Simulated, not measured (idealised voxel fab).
The document below concerns the process module designated voxel ribs on slabs.
Square cell edge 5 nm, section width 160 nm, ID cut.
In this document a cross-section is written as a grid of square cells. It is given as a series of bands, listed from the top down, and a band is one or more rows of cells. The band entry comprises the height of the band's top followed by the height of its bottom, expressed in nm, and subsequently the band's materials from left to right, each stated together with its width in nm. Where a single material is marked with the word "edge to edge", that material fills the band from edge to edge. The word "air" represents empty space. Height datum 0, below which the as-received substrate wafer is one material. Lowest band open at the bottom, running downward: "0 down". A width given as "30 to 40" starts at the first number in the band's top row and ends at the second number in its bottom row, shifting by an equal amount at every step from row to row. Where the words "remains unaltered" appear for a step, the cross-section shows no cell changed by that step; every cell remained as before. Voids not open to the top, 8 cells minimum: see "Closed internal cavities". Written width x height at distance; distance is from the left edge; nm. The remark found on a step's line after its settings is issued by the simulator itself and pertains to that step. What "overlay nm" on a step's line means: if the step has a mask, that mask lay this far to the right of its planned place, or, when the value is negative, to the left.
### The process steps that were planned are listed below
1,RECEIVE,material Si
2,DIRECTIONAL_DEP,material SiO2,thk nm 20
3,DIRECTIONAL_DEP,material polySi,thk nm 20
4,PATTERN,tone cover,mask id RIB,material resist,width nm 30,thk nm 15,overlay nm 0
5,DIRECTIONAL_ETCH,etch materials polySi,depth nm 5
6,STRIP,etch materials resist
7,PATTERN,tone cover,mask id SLAB,material resist,width nm 60,thk nm 20,overlay nm 0
8,DIRECTIONAL_ETCH,etch materials polySi,depth nm 15
9,STRIP,etch materials resist
10,FILL_DEP,material SiO2,thk nm 20
11,CMP,height nm 50
12,DIRECTIONAL_DEP,material TiN,thk nm 10
13,PATTERN,tone cover,mask id HEATER,material resist,width nm 40,thk nm 15,overlay nm 0
14,DIRECTIONAL_ETCH,etch materials TiN,depth nm 10
15,STRIP,etch materials resist
16,CONFORMAL_DEP,material SiO2,thk nm 5
### First wafer, two in total, run as planned
### Incoming wafer in cross-section (state: after step 1)
> 0 down | Si edge to edge
> Closed internal cavities: none
### Wafer xsec, post step 2
> 20 to 0 | SiO2 edge to edge
> Under 0: no change, same as before.
### Wafer xsec, post step 3
> 40 to 20 | polySi edge to edge
> Under 20: no change, same as before.
### Wafer xsec, post step 4
> 55 to 40 | 65 nm air, then 30 nm resist, then 65 nm air
> Under 40: no change, same as before.
### Wafer xsec, post step 5
> 55 to 40 | 65 nm air, then 30 nm resist, then 65 nm air
> 40 to 35 | 65 nm air, then 30 nm polySi, then 65 nm air
> Under 35: no change, same as before.
### Wafer xsec, post step 6
> 40 to 35 | 65 nm air, then 30 nm polySi, then 65 nm air
> Under 35: no change, same as before.
### Wafer xsec, post step 7
> 60 to 40 | 50 nm air, then 60 nm resist, then 50 nm air
> 40 to 35 | 50 nm air, then 15 nm resist, then 30 nm polySi, then 15 nm resist, then 50 nm air
> Under 35: no change, same as before.
### Wafer xsec, post step 8
> 60 to 40 | 50 nm air, then 60 nm resist, then 50 nm air
> 40 to 35 | 50 nm air, then 15 nm resist, then 30 nm polySi, then 15 nm resist, then 50 nm air
> 35 to 20 | 50 nm air, then 60 nm polySi, then 50 nm air
> Under 20: no change, same as before.
### Wafer xsec, post step 9
> 40 to 35 | 65 nm air, then 30 nm polySi, then 65 nm air
> Under 35: no change, same as before.
### Wafer xsec, post step 10
> 60 to 40 | SiO2 edge to edge
> 40 to 35 | 65 nm SiO2, then 30 nm polySi, then 65 nm SiO2
> 35 to 20 | 50 nm SiO2, then 60 nm polySi, then 50 nm SiO2
> Under 20: no change, same as before.
### Wafer xsec, post step 11
> 50 to 40 | SiO2 edge to edge
> Under 40: no change, same as before.
### Wafer xsec, post step 12
> 60 to 50 | TiN edge to edge
> Under 50: no change, same as before.
### Wafer xsec, post step 13
> 75 to 60 | 60 nm air, then 40 nm resist, then 60 nm air
> Under 60: no change, same as before.
### Wafer xsec, post step 14
> 75 to 60 | 60 nm air, then 40 nm resist, then 60 nm air
> 60 to 50 | 60 nm air, then 40 nm TiN, then 60 nm air
> Under 50: no change, same as before.
### Wafer xsec, post step 15
> 60 to 50 | 60 nm air, then 40 nm TiN, then 60 nm air
> Under 50: no change, same as before.
### Wafer xsec, post step 16
> 65 to 60 | 55 nm air, then 50 nm SiO2, then 55 nm air
> 60 to 55 | 55 nm air, then 5 nm SiO2, then 40 nm TiN, then 5 nm SiO2, then 55 nm air
> 55 to 50 | 60 nm SiO2, then 40 nm TiN, then 60 nm SiO2
> Under 50: no change, same as before.
### Second wafer: same start and same plan as the first, one execution error; identical to the first through step 2
### Second wafer, cut view, end of step 3 per plan
> 60 to 20 | polySi edge to edge
> Under 20: no change, same as before.
### Second wafer, cut view, end of step 4 per plan
> 75 to 60 | 65 nm air, then 30 nm resist, then 65 nm air
> Under 60: no change, same as before.
### Second wafer, cut view, end of step 5 per plan
> 75 to 60 | 65 nm air, then 30 nm resist, then 65 nm air
> 60 to 55 | 65 nm air, then 30 nm polySi, then 65 nm air
> Under 55: no change, same as before.
### Second wafer, cut view, end of step 6 per plan
> 60 to 55 | 65 nm air, then 30 nm polySi, then 65 nm air
> Under 55: no change, same as before.
### Second wafer, cut view, end of step 7 per plan
> 80 to 60 | 50 nm air, then 60 nm resist, then 50 nm air
> 60 to 55 | 50 nm air, then 15 nm resist, then 30 nm polySi, then 15 nm resist, then 50 nm air
> Under 55: no change, same as before.
### Second wafer, cut view, end of step 8 per plan
> 80 to 60 | 50 nm air, then 60 nm resist, then 50 nm air
> 60 to 55 | 50 nm air, then 15 nm resist, then 30 nm polySi, then 15 nm resist, then 50 nm air
> 55 to 40 | 50 nm air, then 60 nm polySi, then 50 nm air
> Under 40: no change, same as before.
### Second wafer, cut view, end of step 9 per plan
> 60 to 55 | 65 nm air, then 30 nm polySi, then 65 nm air
> Under 55: no change, same as before.
### Second wafer, cut view, end of step 10 per plan
> 80 to 60 | SiO2 edge to edge
> 60 to 55 | 65 nm SiO2, then 30 nm polySi, then 65 nm SiO2
> 55 to 40 | 50 nm SiO2, then 60 nm polySi, then 50 nm SiO2
> Under 40: no change, same as before.
### Second wafer, cut view, end of step 11 per plan
> 50 to 40 | 50 nm SiO2, then 60 nm polySi, then 50 nm SiO2
> Under 40: no change, same as before.
### Second wafer, cut view, end of step 12 per plan
> 60 to 50 | TiN edge to edge
> Under 50: no change, same as before.
### Second wafer, cut view, end of step 13 per plan
> 75 to 60 | 60 nm air, then 40 nm resist, then 60 nm air
> Under 60: no change, same as before.
### Second wafer, cut view, end of step 14 per plan
> 75 to 60 | 60 nm air, then 40 nm resist, then 60 nm air
> 60 to 50 | 60 nm air, then 40 nm TiN, then 60 nm air
> Under 50: no change, same as before.
### Second wafer, cut view, end of step 15 per plan
> 60 to 50 | 60 nm air, then 40 nm TiN, then 60 nm air
> Under 50: no change, same as before.
### Second wafer, cut view, end of step 16 per plan
> 65 to 60 | 55 nm air, then 50 nm SiO2, then 55 nm air
> 60 to 55 | 55 nm air, then 5 nm SiO2, then 40 nm TiN, then 5 nm SiO2, then 55 nm air
> 55 to 50 | 60 nm SiO2, then 40 nm TiN, then 60 nm SiO2
> Under 50: no change, same as before.
Finding, execution versus plan: step 3 of the plan was executed twice over
Count the cells at the end and the second wafer has more or fewer of some materials than the first: SiO2 -110; polySi +110
